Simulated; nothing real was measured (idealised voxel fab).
The document below concerns the process module designated voxel self aligned vias.
Pictured: cross-section cut, 250 nm wide, on a grid of 5 nm square cells.
Cross-section format: a grid of square cells, given as bands from top to bottom; each band is one or more rows of cells. Within each band entry, the heights of the top and of the bottom of the band appear first, in that order and in nm; the materials of the band then follow from left to right, each with its corresponding width in nm. The designation "full width" on a single material indicates that it fills the band from edge to edge; the designation "blank" indicates empty space. We count height from 0. Below that, the starting wafer is all one material. The lowest band never ends at the bottom but goes on down; see "from 0 down" for how that is written. A width given as "30 to 40" starts at the first number in the band's top row and ends at the second number in its bottom row, shifting by an equal amount at every step from row to row. You'll sometimes find "all unchanged" written for a step, and that's the way of saying that nowhere in the cross-section did a cell change during that step. Listed in "Enclosed internal cavities": every empty space of 8 or more cells without an open way to the top. Form: width x height at distance, the distance being from the left edge, all in nm. On each step's line, the part that comes after the settings is the simulator's own comment on the step. What "overlay nm" on a step's line means: if the step has a mask, that mask lay this far to the right of its planned place, or, when the value is negative, to the left.
The planned process steps are enumerated hereunder:
1,RECEIVE | material Si
2,CONFORMAL_DEP | material SiO2 | thk nm 15
3,CONFORMAL_DEP | material SiCN | thk nm 5
4,DIRECTIONAL_DEP | material SiO2 | thk nm 20
5,MASKED_ETCH | tone open | mask id LINES | width nm 20 | pitch nm 60 | etch materials SiO2 | depth nm 20 | overlay nm 0
6,CONFORMAL_DEP | material TiN | thk nm 5
7,FILL_DEP | material Ru | thk nm 5
8,CMP | height nm 40
9,SELECTIVE_ETCH | etch materials W Ru TiN | depth nm 10
10,FILL_DEP | material SiN | thk nm 5
11,CMP | height nm 40
12,DIRECTIONAL_DEP | material SiO2 | thk nm 15
13,PATTERN | tone open | mask id VIAS | material resist | width nm 30 | pitch nm 120 | thk nm 20 | overlay nm -15
14,DIRECTIONAL_ETCH | etch materials SiO2 | depth nm 15
15,DIRECTIONAL_ETCH | etch materials SiN | depth nm 10
16,STRIP | etch materials resist
17,CONFORMAL_DEP | material TiN | thk nm 5
18,FILL_DEP | material Ru | thk nm 10
19,CMP | height nm 55
20,CONFORMAL_DEP | material SiN | thk nm 5
The overlay nm used in step 13 is not the same on every wafer, whereas the starting condition is; the value printed in the plan is the first wafer's.
Here's the first of the wafers in cross-section, just as we got it, i.e. after step 1:
  from 0 down | Si full width
  Enclosed internal cavities: none
Module finished, last step 20 done: cross-section of the first of several wafers:
  from 60 to 55 | SiN full width
  from 55 to 45 | 35 SiO2, 5 TiN, 20 Ru, 5 TiN, 90 SiO2, 5 TiN, 20 Ru, 5 TiN, 65 SiO2
  from 45 to 40 | 35 SiO2, 30 TiN, 90 SiO2, 30 TiN, 65 SiO2
  from 40 to 30 | 55 SiO2, 10 TiN, 10 SiN, 40 SiO2, 20 SiN, 40 SiO2, 10 TiN, 10 SiN, 55 SiO2
  from 30 to 25 | 55 SiO2, 5 TiN, 10 Ru, 5 TiN, 40 SiO2, 5 TiN, 10 Ru, 5 TiN, 40 SiO2, 5 TiN, 10 Ru, 5 TiN, 55 SiO2
  from 25 to 20 | 55 SiO2, 20 TiN, 40 SiO2, 20 TiN, 40 SiO2, 20 TiN, 55 SiO2
  from 20 to 15 | SiCN full width
  from 15 to 0 | SiO2 full width
  from 0 down | Si full width
  Enclosed internal cavities: none
Cross-section of the final wafer among several, taken at the end of the module:
  from 60 to 55 | SiN full width
  from 55 to 45 | 65 SiO2, 5 TiN, 20 Ru, 5 TiN, 90 SiO2, 5 TiN, 20 Ru, 5 TiN, 35 SiO2
  from 45 to 40 | 65 SiO2, 30 TiN, 90 SiO2, 30 TiN, 35 SiO2
  from 40 to 30 | 55 SiO2, 10 SiN, 10 TiN, 40 SiO2, 20 SiN, 40 SiO2, 10 SiN, 10 TiN, 55 SiO2
  from 30 to 25 | 55 SiO2, 5 TiN, 10 Ru, 5 TiN, 40 SiO2, 5 TiN, 10 Ru, 5 TiN, 40 SiO2, 5 TiN, 10 Ru, 5 TiN, 55 SiO2
  from 25 to 20 | 55 SiO2, 20 TiN, 40 SiO2, 20 TiN, 40 SiO2, 20 TiN, 55 SiO2
  from 20 to 15 | SiCN full width
  from 15 to 0 | SiO2 full width
  from 0 down | Si full width
  Enclosed internal cavities: none
Basically each wafer gets a line in the table, showing it at the end of the module: material by material, the cells it gained (+) or lost (-) since we got it, then its closed voids:
overlay nm -15 | +22 Ru | +50 SiCN | +66 SiN | +416 SiO2 | +46 TiN | Enclosed internal cavities: none
overlay nm -10 | +26 Ru | +50 SiCN | +62 SiN | +416 SiO2 | +46 TiN | Enclosed internal cavities: none
overlay nm -5 | +30 Ru | +50 SiCN | +58 SiN | +416 SiO2 | +46 TiN | Enclosed internal cavities: none
overlay nm 0 | +30 Ru | +50 SiCN | +58 SiN | +416 SiO2 | +46 TiN | Enclosed internal cavities: none
overlay nm 5 | +30 Ru | +50 SiCN | +58 SiN | +416 SiO2 | +46 TiN | Enclosed internal cavities: none
overlay nm 10 | +26 Ru | +50 SiCN | +62 SiN | +416 SiO2 | +46 TiN | Enclosed internal cavities: none
overlay nm 15 | +22 Ru | +50 SiCN | +66 SiN | +416 SiO2 | +46 TiN | Enclosed internal cavities: none
